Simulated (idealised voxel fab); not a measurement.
You're looking at the process module voxel trench capacitor.
230 nm wide, 5 nm square cells: that's cross-section cut.
Cross-section layout: square cells on a grid; listed as bands, top to bottom; a band spans one or more cell rows.
It is stipulated that each band's entry specify, in nanometres, the height of the top of the band and then that of its bottom, followed by the materials of the band in left-to-right sequence, each together with its width in nanometres. A single material marked by the word "throughout" is understood to fill the band from edge to edge; the word "air" is understood to denote empty space.
Convention: height 0 is the level below which the wafer, as received, is all one material. The lowest band does not terminate at the bottom but continues downward, represented as "0 and below".
When a width is written as two numbers, as in "30 to 40", the first number is the width in the top row of cells of the band and the second is the width in its bottom row, and the width changes by the same amount from each row to the next.
"identical to before" (step): cross-section cells unchanged, all of them.
The entry titled "Voids, sealed" provides the empty spaces that have no open way to the top, restricted to those of 8 cells or more. Each is presented as width x height at distance, the distance being measured from the left edge, with all three in nm.
Note: text after step settings on the step line = simulator remark on that step.
Regarding "overlay nm": on a step with a mask, it is the distance the mask lay to the right of its planned place; a negative value places it to the left.
The following list gives the planned process steps:
1. RECEIVE | material Si
2. CONFORMAL_DEP | material SiN | thk nm 10
3. PATTERN | tone open | mask id TRENCH | material resist | width nm 25 | pitch nm 55 | thk nm 15 | overlay nm 0
4. DIRECTIONAL_ETCH | etch materials SiN | depth nm 10
5. DIRECTIONAL_ETCH | etch materials Si | depth nm 30
6. STRIP | etch materials resist
7. CONFORMAL_DEP | material Al2O3 | thk nm 5
8. FILL_DEP | material polySi | thk nm 10
9. CMP | height nm 10
Cross-sectional view of the wafer in its as-received condition, corresponding to the state after step 1:
	0 and below = Si throughout
	Voids, sealed: none
Cross-sectional view of the first of the two wafers upon completion of the module, processed in accordance with the plan:
	10 down to 0 = SiN (45)  Al2O3 (5)  polySi (15)  Al2O3 (5)  SiN (30)  Al2O3 (5)  polySi (15)  Al2O3 (5)  SiN (30)  Al2O3 (5)  polySi (15)  Al2O3 (5)  SiN (50)
	0 down to -25 = Si (45)  Al2O3 (5)  polySi (15)  Al2O3 (5)  Si (30)  Al2O3 (5)  polySi (15)  Al2O3 (5)  Si (30)  Al2O3 (5)  polySi (15)  Al2O3 (5)  Si (50)
	-25 down to -30 = Si (45)  Al2O3 (25)  Si (30)  Al2O3 (25)  Si (30)  Al2O3 (25)  Si (50)
	-30 and below = Si throughout
	Voids, sealed: none
Cross-section, wafer two of two, end of module: same start and plan as wafer one, one error in execution:
	10 down to 0 = Al2O3 throughout
	0 and below = Si throughout
	Voids, sealed: none
Error vs. plan: step 2 ran differently from the plan; actual operation with settings: CONFORMAL_DEP | material Al2O3 | thk nm 10
Final comparison by cell count, materials where the second wafer has more or fewer than the first: Al2O3: 35 more; Si: 90 more; SiN: 62 fewer; polySi: 63 fewer
